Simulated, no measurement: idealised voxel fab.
The document below concerns the process module designated voxel self aligned contacts.
In the cross-section labelled cut, the width is 220 nm and each square cell is 5 nm.
In what follows, cross-sections appear as grids of square cells, described through bands that run from the top down, where every band is one or more rows of cells. It is stipulated that each band's entry specify, in nanometres, the height of the top of the band and then that of its bottom, followed by the materials of the band in left-to-right sequence, each together with its width in nanometres. A single material marked by the word "full width" is understood to fill the band from edge to edge; the word "empty" is understood to denote empty space. Beneath 0, the wafer as received is one material, and that level is where height counting begins. The lowest band goes on downward without a bottom; it is written like "z 0 and below". Width spec "30->40" -> top row of cells at first value, bottom row at second value, equal per-row change in between. "no modification", as given for a step, is the statement that not any cell of the cross-section underwent a change during that step. What "Sealed internal voids" gives you is every empty space of 8 cells or more that is cut off from the top. Each appears as width x height at distance, with the distance taken from the left edge and width, height and distance all in nm. Formally, on a step line, whatever follows the settings is a remark that the simulator itself makes on the step. What "overlay nm" on a step's line means: if the step has a mask, that mask lay this far to the right of its planned place, or, when the value is negative, to the left.
### The steps planned for the process are as follows
| 1 | RECEIVE (material Si) |
| 2 | CONFORMAL_DEP (material SiO2; thk nm 5) |
| 3 | DIRECTIONAL_DEP (material polySi; thk nm 25) |
| 4 | DIRECTIONAL_DEP (material SiN; thk nm 25) |
| 5 | PATTERN (tone cover; mask id GATE; material resist; width nm 30; pitch nm 75; thk nm 20; overlay nm 0) |
| 6 | DIRECTIONAL_ETCH (etch materials SiN; depth nm 25) |
| 7 | DIRECTIONAL_ETCH (etch materials polySi; depth nm 25) |
| 8 | STRIP (etch materials resist) |
| 9 | CONFORMAL_DEP (material SiN; thk nm 10) |
| 10 | DIRECTIONAL_ETCH (etch materials SiN; depth nm 10) |
| 11 | FILL_DEP (material SiO2; thk nm 15) |
| 12 | CMP (height nm 60) |
| 13 | MASKED_ETCH (tone open; mask id CONTACT; width nm 55; etch materials SiO2; depth nm 60; overlay nm 0) |
| 14 | CONFORMAL_DEP (material TiN; thk nm 5) |
| 15 | FILL_DEP (material W; thk nm 5) |
| 16 | CMP (height nm 60) |
| 17 | CONFORMAL_DEP (material SiCN; thk nm 5) |
### Delivered wafer in cross-section: state after step 1
  z 0 and below: Si full width
  Sealed internal voids: none
### Cross-section, end of module. Start: as above. Plan: as above. Execution: one mistake
  z 65 to 60: SiCN full width
  z 60 to 55: SiO2 45 | SiN 50 | TiN 5 | W 15 | TiN 5 | SiN 50 | SiO2 50
  z 55 to 35: SiO2 45 | SiN 10 | polySi 30 | SiN 10 | TiN 5 | W 15 | TiN 5 | SiN 10 | polySi 30 | SiN 10 | SiO2 50
  z 35 to 30: SiO2 45 | SiN 10 | polySi 30 | SiN 10 | TiN 25 | SiN 10 | polySi 30 | SiN 10 | SiO2 50
  z 30 to 5: polySi full width
  z 5 to 0: SiO2 full width
  z 0 and below: Si full width
  Sealed internal voids: none
It is concluded that the wafer was processed incorrectly with respect to the plan, in that step 3 of the plan was executed twice over
